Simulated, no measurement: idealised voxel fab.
Presented below is a process module, voxel lift off.
For reference, the cross-section in this document is cut, with width 295 nm and square cells of 5 nm.
Square cells in a grid make up a cross-section in this document, and the grid is given as bands, listed from the top down, each one or more rows of cells.
The entry gives the band's vertical extent as a top height and a bottom height in nm, then its horizontal make-up as materials from left to right, each with a width in nm. "blank" stands for empty space; a single material marked "throughout" fills the band edge to edge.
Where do heights start? At 0: under that level the wafer as delivered is made of one material only. And the lowest band has no floor; it just carries on downward, as in "top 0, no bottom".
You'd read "30->40" like this: the band's top row of cells is as wide as the first number, its bottom row is as wide as the second, and going down, every row changes width by the same amount as the row before did.
"remained unchanged" for a step: no cell of the cross-section changed in that step.
Voids not open to the top, 8 cells minimum: see "Enclosed void listing". Written width x height at distance; distance is from the left edge; nm.
after a step's settings: what the simulator itself notes on the step
Steps that use a mask can have "overlay nm" on their line. It says how far the mask sat to the right of where it was meant to be. Negative means to the left.

# Intended process steps
1: RECEIVE with material Si
2: CONFORMAL_DEP with material SiN, thk nm 5
3: PATTERN with tone open, mask id LINES, material resist, width nm 15, pitch nm 55, thk nm 30, overlay nm 0
4: DIRECTIONAL_DEP with material Ru, thk nm 15
5: STRIP with etch materials resist
6: CONFORMAL_DEP with material SiN, thk nm 10
What sets these wafers apart? The width nm at step 3. They all start alike, and the plan carries the first wafer's value.

# First of several wafers (as received, post step 1), cross-sectional view
  top 0, no bottom = Si throughout
  Enclosed void listing: none

# Heads up, this table goes wafer by wafer. A row tells you, at the end of the module, how many cells of each material that wafer has put on (+) or dropped (-) since it was received, and then its closed voids
width nm 15 | +36 Ru | +225 SiN | Enclosed void listing: none
width nm 20 | +48 Ru | +225 SiN | Enclosed void listing: none
width nm 25 | +60 Ru | +225 SiN | Enclosed void listing: none
width nm 30 | +72 Ru | +225 SiN | Enclosed void listing: none
width nm 35 | +84 Ru | +225 SiN | Enclosed void listing: none
width nm 40 | +96 Ru | +216 SiN | Enclosed void listing: none
